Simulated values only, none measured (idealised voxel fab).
Process module under the name voxel gate over fins
Shown is cross-section cut, with a width of 185 nm and square cells of size 5 nm.
Notation: cross-section as square-cell grid; stated in bands, top first, going down; one or more cell rows per band. For a band, the entry starts with two heights in nm, that of the top and then that of the bottom, and carries on with the band's materials in order from left to right, each alongside its width in nm; the word "everywhere" beside a single material means it fills the band edge to edge, and "air" means empty space. Heights are expressed relative to 0, this being the level below which the as-received wafer comprises one material exclusively. The lowest band is unbounded in the downward direction and is denoted as in "0 down". A width such as "30..40" changes by the same amount from each row of cells to the next, from the band's top row to its bottom row. A step reported as "nothing got changed" is a step in which no cell of the cross-section changed. So "Voids lacking openings" is basically the list of trapped voids: any empty space of 8 cells or more that can't reach the top through an opening. They're written width x height at distance, the distance being from the left edge, and it's all nm. Text after the settings on a step's line: the simulator's own remark on that step. You can add "overlay nm" to a step's line. For a step with a mask, it describes how far the mask lay to the right of its planned position, and a negative number describes a lay to the left.
Steps in the process plan
- 1: RECEIVE with material Si
- 2: CONFORMAL_DEP with material SiN, thk nm 5
- 3: DIRECTIONAL_DEP with material aC, thk nm 15
- 4: PATTERN with tone cover, mask id FINS, material resist, width nm 15, pitch nm 35, thk nm 30, overlay nm 0
- 5: DIRECTIONAL_ETCH with etch materials aC, depth nm 15
- 6: STRIP with etch materials resist
- 7: DIRECTIONAL_ETCH with etch materials SiN, depth nm 5
- 8: DIRECTIONAL_ETCH with etch materials Si, depth nm 30
- 9: STRIP with etch materials aC
- 10: OXIDIZE with depth nm 5
- 11: FILL_DEP with material SiO2, thk nm 15
- 12: CMP with height nm 5
- 13: SELECTIVE_ETCH with etch materials SiO2, depth nm 15
- 14: STRIP with etch materials SiN
- 15: CONFORMAL_DEP with material HfO2, thk nm 5
- 16: CONFORMAL_DEP with material TiN, thk nm 5
- 17: CONFORMAL_DEP with material TiAl, thk nm 5
- 18: CONFORMAL_DEP with material TiN, thk nm 5
- 19: FILL_DEP with material W, thk nm 10
- 20: CMP with height nm 25
- 21: CONFORMAL_DEP with material SiCN, thk nm 5
Cross-section of the incoming wafer, state after step 1
* 0 down | Si everywhere
* Voids lacking openings: none
Starting structure and process plan are as shown above, but one mistake was made in running the module; the wafer cross-section at the end of the module follows
* 30 to 25 | SiCN everywhere
* 25 to 20 | W everywhere
* 20 to 15 | 15 W  150 TiN  20 W
* 15 to 10 | 15 W  5 TiN  140 TiAl  5 TiN  20 W
* 10 to 5 | 20 TiN  5 TiAl  25 HfO2  10 TiAl  25 HfO2  10 TiAl  25 HfO2  10 TiAl  25 HfO2  5 TiAl  25 TiN
* 5 to 0 | 25 TiAl  5 HfO2  15 TiN  5 HfO2  10 TiAl  5 HfO2  15 TiN  5 HfO2  10 TiAl  5 HfO2  15 TiN  5 HfO2  10 TiAl  5 HfO2  15 TiN  5 HfO2  30 TiAl
* 0 to -5 | 30 HfO2  5 TiN  5 Si  5 TiN  20 HfO2  5 TiN  5 Si  5 TiN  20 HfO2  5 TiN  5 Si  5 TiN  20 HfO2  5 TiN  5 Si  5 TiN  35 HfO2
* -5 to -10 | 35 TiN  5 Si  30 TiN  5 Si  30 TiN  5 Si  30 TiN  5 Si  40 TiN
* -10 to -35 | 35 SiO2  5 Si  30 SiO2  5 Si  30 SiO2  5 Si  30 SiO2  5 Si  40 SiO2
* -35 down | Si everywhere
* Voids lacking openings: none
Nonconformance to the process plan: steps 15 and 16 swapped
